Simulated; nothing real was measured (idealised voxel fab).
This section sets out a process module, namely voxel ribs on slabs.
The cross-section shown here is cut; it is 275 nm wide and divided into square cells measuring 5 nm on a side.
In this document a cross-section is written as a grid of square cells. It is given as a series of bands, listed from the top down, and a band is one or more rows of cells.
A band entry consists of two parts. The first gives the height of the band's top and the height of its bottom, in nm. The rest lists the band's materials from left to right, each with its width in nm. A single material labelled with the word "edge to edge" fills the band from edge to edge, and the word "blank" marks empty space.
All heights in this document are referenced to 0, defined as the level beneath which the wafer, as received, consists entirely of one material. The lowest band is not bounded below; it extends indefinitely downward and is written in the form "top 0, no bottom".
The width entry "30->40" should be interpreted row by row: the top row of cells in the band takes the first number, the bottom row takes the second number, and the change between adjacent rows is uniform throughout.
The designation "remained the same", where it is given for a processing step, indicates that no cell of the cross-section was altered in the course of that step.
You'll see "Entrapped voids" listing empty spaces that have no way open to the top, as long as they're 8 cells or more; the notation is width x height at distance, where the distance is from the left edge, and all of it is in nm.
Where a step's line continues beyond its settings, the continuation is a remark by the simulator itself on that step.
overlay nm: mask offset rightward from planned place, masked step; negative means leftward offset.
PROCESS STEPS - PLAN
- 1: op RECEIVE | material Si
- 2: op DIRECTIONAL_DEP | material SiO2 | thk nm 20
- 3: op DIRECTIONAL_DEP | material SiN | thk nm 15
- 4: op PATTERN | tone cover | mask id RIB | material resist | width nm 25 | thk nm 20 | overlay nm 0
- 5: op DIRECTIONAL_ETCH | etch materials SiN | depth nm 10
- 6: op STRIP | etch materials resist
- 7: op DIRECTIONAL_DEP | material aC | thk nm 10
- 8: op PATTERN | tone cover | mask id SLAB | material resist | width nm 75 | thk nm 25 | overlay nm 0
- 9: op DIRECTIONAL_ETCH | etch materials aC | depth nm 10
- 10: op STRIP | etch materials resist
- 11: op DIRECTIONAL_ETCH | etch materials SiN | depth nm 5
- 12: op STRIP | etch materials aC
- 13: op FILL_DEP | material SiO2 | thk nm 30
- 14: op CMP | height nm 55
- 15: op DIRECTIONAL_DEP | material TiN | thk nm 10
- 16: op PATTERN | tone cover | mask id HEATER | material resist | width nm 35 | thk nm 15 | overlay nm 0
- 17: op DIRECTIONAL_ETCH | etch materials TiN | depth nm 10
- 18: op STRIP | etch materials resist
- 19: op CONFORMAL_DEP | material SiN | thk nm 5
CROSS-SECTION OF THE WAFER UPON ARRIVAL, REPRESENTING THE STATE REACHED AFTER STEP 1
  top 0, no bottom  Si edge to edge
  Entrapped voids: none
RUN AS PLANNED - FIRST OF THE TWO WAFERS CROSS-SECTIONED AT THE END OF THE MODULE
  top 70, bottom 65  115 of blank / 45 of SiN / 115 of blank
  top 65, bottom 60  115 of blank / 5 of SiN / 35 of TiN / 5 of SiN / 115 of blank
  top 60, bottom 55  120 of SiN / 35 of TiN / 120 of SiN
  top 55, bottom 35  SiO2 edge to edge
  top 35, bottom 25  125 of SiO2 / 25 of SiN / 125 of SiO2
  top 25, bottom 20  100 of SiO2 / 75 of SiN / 100 of SiO2
  top 20, bottom 0  SiO2 edge to edge
  top 0, no bottom  Si edge to edge
  Entrapped voids: none
PRESENTED HERE IS A CROSS-SECTION OF THE SECOND OF THE TWO WAFERS AS IT STOOD AT THE END OF THE MODULE. IT WAS STARTED IN THE SAME MANNER AND ASSIGNED THE SAME PLAN AS THE FIRST WAFER; HOWEVER, ONE MISTAKE WAS MADE IN ITS EXECUTION
  top 70, bottom 65  115 of blank / 45 of SiN / 115 of blank
  top 65, bottom 60  115 of blank / 5 of SiN / 35 of TiN / 5 of SiN / 115 of blank
  top 60, bottom 55  120 of SiN / 35 of TiN / 120 of SiN
  top 55, bottom 35  SiO2 edge to edge
  top 35, bottom 25  125 of SiO2 / 25 of SiN / 125 of SiO2
  top 25, bottom 20  95 of SiO2 / 75 of SiN / 105 of SiO2
  top 20, bottom 0  SiO2 edge to edge
  top 0, no bottom  Si edge to edge
  Entrapped voids: none
what went wrong: step 8 did not use the planned setting and instead ran as op PATTERN | tone cover | mask id SLAB | material resist | width nm 75 | thk nm 25 | overlay nm -5
Matching per-material cell counts, mismatched positions: that is how the second wafer compares with the first at the end.
